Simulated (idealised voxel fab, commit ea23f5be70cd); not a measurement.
The process module that follows is named voxel trench capacitor.
In the cross-section labelled cut, the width is 285 nm and each square cell is 5 nm.
A cross-section in this document is a grid of square cells, and it is written down as bands, the top band listed before the ones below it; a band is made up of one or more rows of cells. Quick guide to a band line: top height, bottom height (nm) up front; then every material left to right with its width in nm. Only one material and it's marked "edge to edge"? Then it fills the band edge to edge. And "blank" just means empty space. Height datum 0, below which the as-received substrate wafer is one material. Lowest band open at the bottom, running downward: "from 0 down". The notation "30->40" denotes a width that varies across the rows of cells in the band, beginning at the first number in the top row, finishing at the second number in the bottom row, and changing by an identical amount from each row to the next. "no alterations made" for a step: no cell of the cross-section changed in that step. For the entry "Encapsulated voids", the listed items are empty spaces with no open way to the top whose size is 8 cells or more; each item follows the pattern width x height at distance, where distance is from the left edge and all three are in nm. It should be noted that, on the line of a given step, the content following the step's settings is a remark produced by the simulator itself with respect to that step. overlay nm: right-of-plan distance of the mask on a masked step; negative values mean left-of-plan.

## Below is the list of planned process steps
1,RECEIVE | material Si
2,CONFORMAL_DEP | material SiN | thk nm 10
3,MASKED_ETCH | tone open | mask id TRENCH | width nm 15 | pitch nm 55 | etch materials SiN | depth nm 10 | overlay nm 0
4,MASKED_ETCH | tone open | mask id TRENCH | width nm 25 | pitch nm 55 | etch materials Si | depth nm 40 | overlay nm 0
5,CONFORMAL_DEP | material HfO2 | thk nm 5
6,CONFORMAL_DEP | material TiN | thk nm 5
7,FILL_DEP | material W | thk nm 10
8,CMP | height nm 10
Every wafer here starts from the same state; it is the step 3 width nm that distinguishes them, and the value the plan gives belongs to the first wafer.

## Cross-sectional view of the first of several wafers in the as-received condition, corresponding to the state following step 1
* from 0 down = Si edge to edge
* Encapsulated voids: none

## End-of-module cross-section, first of several wafers, after last step 8
* from 10 to 0 = SiN: 105, HfO2: 5, TiN: 5, HfO2: 5, SiN: 40, HfO2: 5, TiN: 5, HfO2: 5, SiN: 110
* from 0 to -35 = Si: 105, HfO2: 5, TiN: 5, HfO2: 5, Si: 40, HfO2: 5, TiN: 5, HfO2: 5, Si: 110
* from -35 to -40 = Si: 105, HfO2: 15, Si: 40, HfO2: 15, Si: 110
* from -40 down = Si edge to edge
* Encapsulated voids: none

## Cross-sectional depiction of the last of several wafers upon completion of the module
* from 10 to 0 = SiN: 95, HfO2: 5->10, TiN: 10->5, W: 5, TiN: 15->5, HfO2: 5->15, SiN: 15, HfO2: 5->10, TiN: 10->5, W: 5, TiN: 15->5, HfO2: 5->15, SiN: 95
* from 0 to -30 = Si: 100, HfO2: 5, TiN: 5, W: 5, TiN: 5, HfO2: 5, Si: 30, HfO2: 5, TiN: 5, W: 5, TiN: 5, HfO2: 5, Si: 105
* from -30 to -35 = Si: 100, HfO2: 5, TiN: 15, HfO2: 5, Si: 30, HfO2: 5, TiN: 15, HfO2: 5, Si: 105
* from -35 to -40 = Si: 100, HfO2: 25, Si: 30, HfO2: 25, Si: 105
* from -40 down = Si edge to edge
* Encapsulated voids: none

## Row per wafer, end-of-module: cell gain (+)/loss (-) by material since the wafer came in, then closed voids
width nm 15, +42 HfO2, -48 Si, +102 SiN, +18 TiN, Encapsulated voids: none
width nm 20, +44 HfO2, -64 Si, +98 SiN, +36 TiN, Encapsulated voids: none
width nm 25, +46 HfO2, -80 Si, +94 SiN, +38 TiN, +16 W, Encapsulated voids: none
width nm 30, +48 HfO2, -80 Si, +90 SiN, +40 TiN, +16 W, Encapsulated voids: none
width nm 35, +50 HfO2, -80 Si, +86 SiN, +42 TiN, +16 W, Encapsulated voids: none
width nm 40, +52 HfO2, -80 Si, +82 SiN, +44 TiN, +16 W, Encapsulated voids: none
